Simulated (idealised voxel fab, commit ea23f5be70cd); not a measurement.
process module | voxel ribs on slabs
cross-section cut | 195 nm wide | cells 5 nm
A cross-section is a grid of square cells, given in bands from the top down. A band is one or more rows of cells.
Each band's line starts with the height of the band's top and of its bottom, in nm. Then come its materials from left to right, each with its width in nm. One material with "throughout" fills the band from edge to edge. "air" is empty space.
Height 0 is the level under which the wafer as received is all one material. The lowest band goes on downwards, as in "0 down".
A width such as "30 to 40" changes by the same amount from each row of cells to the next, from the band's top row to its bottom row.
"no change" after a step means that no cell of the cross-section changed.
closed voids: empty space of 8 cells or more with no open way to the top, each as width x height at its distance from the left edge, in nm
after a step's settings: what the simulator itself notes on the step
overlay nm, on a step with a mask: how far to the right of its planned place the mask lay; to the left if negative
plan
1 op RECEIVE | material Si
2 op DIRECTIONAL_DEP | material SiO2 | thk nm 25
3 op DIRECTIONAL_DEP | material SiN | thk nm 20
4 op DIRECTIONAL_DEP | material aC | thk nm 15
5 op PATTERN | tone cover | mask id RIB | material resist | width nm 25 | thk nm 30 | overlay nm 0
6 op DIRECTIONAL_ETCH | etch materials aC | depth nm 15
7 op STRIP | etch materials resist
8 op DIRECTIONAL_ETCH | etch materials SiN | depth nm 5
9 op STRIP | etch materials aC
10 op MASKED_ETCH | tone cover | mask id SLAB | width nm 75 | etch materials SiN | depth nm 15 | overlay nm -15
11 op FILL_DEP | material SiO2 | thk nm 20
12 op CMP | height nm 60
13 op DIRECTIONAL_DEP | material W | thk nm 5
14 op PATTERN | tone cover | mask id HEATER | material resist | width nm 35 | thk nm 20 | overlay nm 0
15 op DIRECTIONAL_ETCH | etch materials W | depth nm 5
16 op STRIP | etch materials resist
17 op CONFORMAL_DEP | material SiO2 | thk nm 10
varied across the wafers: overlay nm of step 10. The plan shows the first wafer's value. All wafers start alike
first wafer as received, after step 1
  0 down: Si throughout
  closed voids: none
first wafer at the end, after step 17
  75 to 70: air 70 | SiO2 55 | air 70
  70 to 65: SiO2 throughout
  65 to 60: SiO2 80 | W 35 | SiO2 80
  60 to 45: SiO2 throughout
  45 to 40: SiO2 85 | SiN 25 | SiO2 85
  40 to 25: SiO2 45 | SiN 75 | SiO2 75
  25 to 0: SiO2 throughout
  0 down: Si throughout
  closed voids: none
last wafer at the end
  75 to 70: air 70 | SiO2 55 | air 70
  70 to 65: SiO2 throughout
  65 to 60: SiO2 80 | W 35 | SiO2 80
  60 to 45: SiO2 throughout
  45 to 40: SiO2 85 | SiN 25 | SiO2 85
  40 to 25: SiO2 75 | SiN 75 | SiO2 45
  25 to 0: SiO2 throughout
  0 down: Si throughout
  closed voids: none
each wafer at the end: cells of each material gained (+) or lost (-) since it was received, then its closed voids
overlay nm -15 | +50 SiN | +500 SiO2 | +7 W | closed voids: none
overlay nm -10 | +50 SiN | +500 SiO2 | +7 W | closed voids: none
overlay nm -5 | +50 SiN | +500 SiO2 | +7 W | closed voids: none
overlay nm 0 | +50 SiN | +500 SiO2 | +7 W | closed voids: none
overlay nm 5 | +50 SiN | +500 SiO2 | +7 W | closed voids: none
overlay nm 10 | +50 SiN | +500 SiO2 | +7 W | closed voids: none
overlay nm 15 | +50 SiN | +500 SiO2 | +7 W | closed voids: none
